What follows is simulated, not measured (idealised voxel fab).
process module | voxel transistor to metal
cross-section cut | 185 nm wide | cells 5 nm
A cross-section is a grid of square cells, given in bands from the top down. A band is one or more rows of cells.
Each band's line starts with the height of the band's top and of its bottom, in nm. Then come its materials from left to right, each with its width in nm. One material with "throughout" fills the band from edge to edge. "air" is empty space.
Height 0 is the level under which the wafer as received is all one material. The lowest band goes on downwards, as in "0 down".
A width such as "30 to 40" changes by the same amount from each row of cells to the next, from the band's top row to its bottom row.
"no change" after a step means that no cell of the cross-section changed.
closed voids: empty space of 8 cells or more with no open way to the top, each as width x height at its distance from the left edge, in nm
after a step's settings: what the simulator itself notes on the step
overlay nm, on a step with a mask: how far to the right of its planned place the mask lay; to the left if negative
plan
1 op RECEIVE | material Si
2 op OXIDIZE | depth nm 5
3 op CONFORMAL_DEP | material SiN | thk nm 10
4 op PATTERN | tone cover | mask id ACTIVE | material resist | width nm 105 | thk nm 15 | overlay nm 0
5 op DIRECTIONAL_ETCH | etch materials SiN | depth nm 10
6 op DIRECTIONAL_ETCH | etch materials SiO2 | depth nm 5
7 op DIRECTIONAL_ETCH | etch materials Si | depth nm 35
8 op STRIP | etch materials resist
9 op OXIDIZE | depth nm 5
10 op FILL_DEP | material SiO2 | thk nm 5
11 op CMP | height nm 10
12 op SELECTIVE_ETCH | etch materials SiO2 | depth nm 5
13 op STRIP | etch materials SiN
14 op SELECTIVE_ETCH | etch materials SiO2 | depth nm 5
15 op OXIDIZE | depth nm 5
16 op DIRECTIONAL_DEP | material polySi | thk nm 25
17 op DIRECTIONAL_DEP | material SiCN | thk nm 10
18 op MASKED_ETCH | tone cover | mask id GATE | width nm 35 | etch materials SiCN | depth nm 20 | overlay nm 0
19 op MASKED_ETCH | tone cover | mask id GATE | width nm 35 | etch materials polySi | depth nm 35 | overlay nm 0
20 op CONFORMAL_DEP | material SiN | thk nm 10
21 op DIRECTIONAL_ETCH | etch materials SiN | depth nm 10
22 op DIRECTIONAL_ETCH | etch materials SiO2 | depth nm 5
23 op DIRECTIONAL_ETCH | etch materials Si | depth nm 10
24 op EPI | material pSi | thk nm 15
25 op FILL_DEP | material SiO2 | thk nm 5
26 op CMP | height nm 20
27 op STRIP | etch materials polySi
28 op SELECTIVE_ETCH | etch materials SiO2 | depth nm 5
29 op CONFORMAL_DEP | material HfO2 | thk nm 5
30 op CONFORMAL_DEP | material TiN | thk nm 5
31 op FILL_DEP | material W | thk nm 5
32 op CMP | height nm 15
33 op DIRECTIONAL_DEP | material SiO2 | thk nm 10
34 op DIRECTIONAL_DEP | material aC | thk nm 15
35 op PATTERN | tone open | mask id CONTACT | material resist | width nm 15 | pitch nm 90 | thk nm 35 | overlay nm 0
36 op DIRECTIONAL_ETCH | etch materials aC | depth nm 15
37 op STRIP | etch materials resist
38 op DIRECTIONAL_ETCH | etch materials SiO2 | depth nm 30
39 op STRIP | etch materials aC
40 op CONFORMAL_DEP | material TiN | thk nm 5
41 op FILL_DEP | material W | thk nm 10
42 op CMP | height nm 25
43 op DIRECTIONAL_DEP | material TiN | thk nm 5
44 op DIRECTIONAL_DEP | material Ru | thk nm 20
45 op MASKED_ETCH | tone cover | mask id METAL_1 | width nm 15 | pitch nm 90 | etch materials Ru | depth nm 20 | overlay nm 0
46 op MASKED_ETCH | tone cover | mask id METAL_1 | width nm 15 | pitch nm 90 | etch materials TiN | depth nm 5 | overlay nm 0
47 op CONFORMAL_DEP | material SiN | thk nm 5
48 op FILL_DEP | material SiO2 | thk nm 10
49 op CMP | height nm 50
50 op CONFORMAL_DEP | material SiCN | thk nm 5
varied across the wafers: width nm of step 4. The plan shows the first wafer's value. All wafers start alike
first wafer as received, after step 1
  0 down: Si throughout
  closed voids: none
first wafer at the end, after step 50
  55 to 50: SiCN throughout
  50 to 30: SiO2 35 | SiN 5 | Ru 15 | SiN 5 | SiO2 65 | SiN 5 | Ru 15 | SiN 5 | SiO2 35
  30 to 25: SiN 40 | TiN 15 | SiN 75 | TiN 15 | SiN 40
  25 to 15: SiO2 40 | TiN 5 | W 5 | TiN 5 | SiO2 75 | TiN 5 | W 5 | TiN 5 | SiO2 40
  15 to 10: SiO2 40 | TiN 5 | W 5 | TiN 5 | SiO2 10 | SiN 10 | HfO2 5 | TiN 5 | W 15 | TiN 5 | HfO2 5 | SiN 10 | SiO2 10 | TiN 5 | W 5 | TiN 5 | SiO2 40
  10 to 5: SiO2 40 | TiN 15 | SiO2 10 | SiN 10 | HfO2 5 | TiN 5 | W 15 | TiN 5 | HfO2 5 | SiN 10 | SiO2 10 | TiN 15 | SiO2 40
  5 to 0: SiO2 40 | TiN 10 | pSi 15 | SiN 10 | HfO2 5 | TiN 5 | W 15 | TiN 5 | HfO2 5 | SiN 10 | pSi 15 | TiN 10 | SiO2 40
  0 to -5: SiO2 35 | SiN 10 | TiN 5 | pSi 15 | SiN 10 | HfO2 5 | TiN 25 | HfO2 5 | SiN 10 | pSi 15 | TiN 5 | SiN 10 | SiO2 35
  -5 to -10: SiO2 45 | pSi 20 | SiO2 5 | HfO2 45 | SiO2 5 | pSi 20 | SiO2 45
  -10 to -20: SiO2 45 | pSi 20 | Si 55 | pSi 20 | SiO2 45
  -20 to -45: SiO2 45 | Si 95 | SiO2 45
  -45 down: Si throughout
  closed voids: none
last wafer at the end
  55 to 50: SiCN throughout
  50 to 30: SiO2 35 | SiN 5 | Ru 15 | SiN 5 | SiO2 65 | SiN 5 | Ru 15 | SiN 5 | SiO2 35
  30 to 25: SiN 40 | TiN 15 | SiN 75 | TiN 15 | SiN 40
  25 to 15: SiO2 40 | TiN 5 | W 5 | TiN 5 | SiO2 75 | TiN 5 | W 5 | TiN 5 | SiO2 40
  15 to 10: SiO2 40 | TiN 5 | W 5 | TiN 5 | SiO2 10 | SiN 10 | HfO2 5 | TiN 5 | W 15 | TiN 5 | HfO2 5 | SiN 10 | SiO2 10 | TiN 5 | W 5 | TiN 5 | SiO2 40
  10 to 5: SiO2 40 | TiN 15 | SiO2 10 | SiN 10 | HfO2 5 | TiN 5 | W 15 | TiN 5 | HfO2 5 | SiN 10 | SiO2 10 | TiN 15 | SiO2 40
  5 to 0: SiO2 40 | TiN 10 | pSi 15 | SiN 10 | HfO2 5 | TiN 5 | W 15 | TiN 5 | HfO2 5 | SiN 10 | pSi 15 | TiN 10 | SiO2 40
  0 to -5: SiO2 25 | SiN 10 | SiO2 5 | TiN 10 | pSi 15 | SiN 10 | HfO2 5 | TiN 25 | HfO2 5 | SiN 10 | pSi 15 | TiN 10 | SiO2 10 | SiN 10 | SiO2 20
  -5 to -10: SiO2 35 | pSi 30 | SiO2 5 | HfO2 45 | SiO2 5 | pSi 35 | SiO2 30
  -10 to -20: SiO2 35 | pSi 30 | Si 55 | pSi 35 | SiO2 30
  -20 to -45: SiO2 35 | Si 120 | SiO2 30
  -45 down: Si throughout
  closed voids: none
each wafer at the end: cells of each material gained (+) or lost (-) since it was received, then its closed voids
width nm 105 | +17 HfO2 | +24 Ru | -216 Si | +37 SiCN | +67 SiN | +386 SiO2 | +41 TiN | +15 W | +36 pSi | closed voids: none
width nm 110 | +17 HfO2 | +24 Ru | -211 Si | +37 SiCN | +67 SiN | +377 SiO2 | +42 TiN | +15 W | +39 pSi | closed voids: none
width nm 115 | +17 HfO2 | +24 Ru | -206 Si | +37 SiCN | +67 SiN | +368 SiO2 | +43 TiN | +15 W | +42 pSi | closed voids: none
width nm 120 | +17 HfO2 | +24 Ru | -201 Si | +37 SiCN | +67 SiN | +360 SiO2 | +43 TiN | +15 W | +45 pSi | closed voids: none
width nm 125 | +17 HfO2 | +24 Ru | -196 Si | +37 SiCN | +67 SiN | +352 SiO2 | +43 TiN | +15 W | +48 pSi | closed voids: none
width nm 130 | +17 HfO2 | +24 Ru | -191 Si | +37 SiCN | +67 SiN | +344 SiO2 | +43 TiN | +15 W | +51 pSi | closed voids: none
